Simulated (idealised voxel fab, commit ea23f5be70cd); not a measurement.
The following is a process module called voxel tone inversion.
In the cross-section labelled cut, the width is 290 nm and each square cell is 5 nm.
Cross-section format: a grid of square cells, given as bands from top to bottom; each band is one or more rows of cells.
Top height, bottom height, nm. Materials left to right, width each, nm. Single material + "everywhere" = fills band edge to edge. "air" = empty.
Ref level 0: as-received wafer is one material below here. Bottom band extends down with no lower bound ("0 -> down").
Think of "30->40" as a width that walks from the first number to the second as you go down the band, top row to bottom row, taking equal-sized steps from row to row.
What does "identical to before" mean for a step? It means no cell of the cross-section changed in that step.
The list in "Enclosed void entries" covers empty spaces of 8 cells or more that cannot reach the top through any open way, and it gives each as width x height at distance; the distance is from the left edge, and width, height and distance are in nm.
Post-settings text on a step line: simulator's own remark regarding the step.
When a step includes a mask, the "overlay nm" setting on its line states how far to the right of its planned place that mask lay, and negative values state how far to the left.
**Process steps foreseen in the plan**
- 1: RECEIVE (material Si)
- 2: CONFORMAL_DEP (material SiCN; thk nm 10)
- 3: DIRECTIONAL_DEP (material polySi; thk nm 15)
- 4: PATTERN (tone cover; mask id POSTS; material resist; width nm 20; pitch nm 50; thk nm 20; overlay nm 0)
- 5: DIRECTIONAL_ETCH (etch materials polySi; depth nm 15)
- 6: STRIP (etch materials resist)
- 7: FILL_DEP (material lowk; thk nm 10)
- 8: CMP (height nm 25)
- 9: STRIP (etch materials polySi)
- 10: CONFORMAL_DEP (material TiN; thk nm 5)
- 11: FILL_DEP (material W; thk nm 10)
- 12: CMP (height nm 25)
- 13: CONFORMAL_DEP (material SiN; thk nm 5)
**First of the two wafers, run per plan**
**This is the cross-section of the wafer as we received it, i.e. after step 1**
    0 -> down: Si everywhere
    Enclosed void entries: none
**Cross-section of the wafer subsequent to step 2**
    10 -> 0: SiCN everywhere
    Below a height of 0, the structure has not been altered.
**Cross-section of the wafer subsequent to step 3**
    25 -> 10: polySi everywhere
    Below a height of 10, the structure has not been altered.
**Cross-section of the wafer subsequent to step 4**
    45 -> 25: 110 of air  20 of resist  30 of air  20 of resist  110 of air
    Below a height of 25, the structure has not been altered.
**Cross-section of the wafer subsequent to step 5**
    45 -> 25: 110 of air  20 of resist  30 of air  20 of resist  110 of air
    25 -> 10: 110 of air  20 of polySi  30 of air  20 of polySi  110 of air
    Below a height of 10, the structure has not been altered.
**Cross-section of the wafer subsequent to step 6**
    25 -> 10: 110 of air  20 of polySi  30 of air  20 of polySi  110 of air
    Below a height of 10, the structure has not been altered.
**Cross-section of the wafer subsequent to step 7**
    35 -> 25: lowk everywhere
    25 -> 10: 110 of lowk  20 of polySi  30 of lowk  20 of polySi  110 of lowk
    Below a height of 10, the structure has not been altered.
**Cross-section of the wafer subsequent to step 8**
    25 -> 10: 110 of lowk  20 of polySi  30 of lowk  20 of polySi  110 of lowk
    Below a height of 10, the structure has not been altered.
**Cross-section of the wafer subsequent to step 9**
    25 -> 10: 110 of lowk  20 of air  30 of lowk  20 of air  110 of lowk
    Below a height of 10, the structure has not been altered.
**Cross-section of the wafer subsequent to step 10**
    30 -> 25: 115 of TiN  10 of air  40 of TiN  10 of air  115 of TiN
    25 -> 15: 110 of lowk  5 of TiN  10 of air  5 of TiN  30 of lowk  5 of TiN  10 of air  5 of TiN  110 of lowk
    15 -> 10: 110 of lowk  20 of TiN  30 of lowk  20 of TiN  110 of lowk
    Below a height of 10, the structure has not been altered.
**Cross-section of the wafer subsequent to step 11**
    40 -> 30: W everywhere
    30 -> 25: 115 of TiN  10 of W  40 of TiN  10 of W  115 of TiN
    25 -> 15: 110 of lowk  5 of TiN  10 of W  5 of TiN  30 of lowk  5 of TiN  10 of W  5 of TiN  110 of lowk
    Below a height of 15, the structure has not been altered.
**Cross-section of the wafer subsequent to step 12**
    25 -> 15: 110 of lowk  5 of TiN  10 of W  5 of TiN  30 of lowk  5 of TiN  10 of W  5 of TiN  110 of lowk
    Below a height of 15, the structure has not been altered.
**Cross-section of the wafer subsequent to step 13**
    30 -> 25: SiN everywhere
    Below a height of 25, the structure has not been altered.
**For the second wafer, take the first wafer's start and plan, then add one mistake made in running it; everything through step 3, that step included, is shared with the first**
**Second wafer, section view, time point: scheduled end of step 4**
    45 -> 25: 110 of air  25 of resist  25 of air  25 of resist  105 of air
    Below a height of 25, the structure has not been altered.
**Second wafer, section view, time point: scheduled end of step 5**
    45 -> 25: 110 of air  25 of resist  25 of air  25 of resist  105 of air
    25 -> 10: 110 of air  25 of polySi  25 of air  25 of polySi  105 of air
    Below a height of 10, the structure has not been altered.
**Second wafer, section view, time point: scheduled end of step 6**
    25 -> 10: 110 of air  25 of polySi  25 of air  25 of polySi  105 of air
    Below a height of 10, the structure has not been altered.
**Second wafer, section view, time point: scheduled end of step 7**
    35 -> 25: lowk everywhere
    25 -> 10: 110 of lowk  25 of polySi  25 of lowk  25 of polySi  105 of lowk
    Below a height of 10, the structure has not been altered.
**Second wafer, section view, time point: scheduled end of step 8**
    25 -> 10: 110 of lowk  25 of polySi  25 of lowk  25 of polySi  105 of lowk
    Below a height of 10, the structure has not been altered.
**Second wafer, section view, time point: scheduled end of step 9**
    25 -> 10: 110 of lowk  25 of air  25 of lowk  25 of air  105 of lowk
    Below a height of 10, the structure has not been altered.
**Second wafer, section view, time point: scheduled end of step 10**
    30 -> 25: 115 of TiN  15 of air  35 of TiN  15 of air  110 of TiN
    25 -> 15: 110 of lowk  5 of TiN  15 of air  5 of TiN  25 of lowk  5 of TiN  15 of air  5 of TiN  105 of lowk
    15 -> 10: 110 of lowk  25 of TiN  25 of lowk  25 of TiN  105 of lowk
    Below a height of 10, the structure has not been altered.
**Second wafer, section view, time point: scheduled end of step 11**
    40 -> 30: W everywhere
    30 -> 25: 115 of TiN  15 of W  35 of TiN  15 of W  110 of TiN
    25 -> 15: 110 of lowk  5 of TiN  15 of W  5 of TiN  25 of lowk  5 of TiN  15 of W  5 of TiN  105 of lowk
    Below a height of 15, the structure has not been altered.
**Second wafer, section view, time point: scheduled end of step 12**
    25 -> 15: 110 of lowk  5 of TiN  15 of W  5 of TiN  25 of lowk  5 of TiN  15 of W  5 of TiN  105 of lowk
    Below a height of 15, the structure has not been altered.
**Second wafer, section view, time point: scheduled end of step 13**
    30 -> 25: SiN everywhere
    Below a height of 25, the structure has not been altered.
The mistake made against the process plan was this: step 4 was run on a setting that differed from the plan, and what really ran there is PATTERN (tone cover; mask id POSTS; material resist; width nm 25; pitch nm 50; thk nm 20; overlay nm 0)
Looking at both finished wafers in cells, the second ends up ahead of or behind the first on some materials: +2 TiN; +4 W; -6 lowk
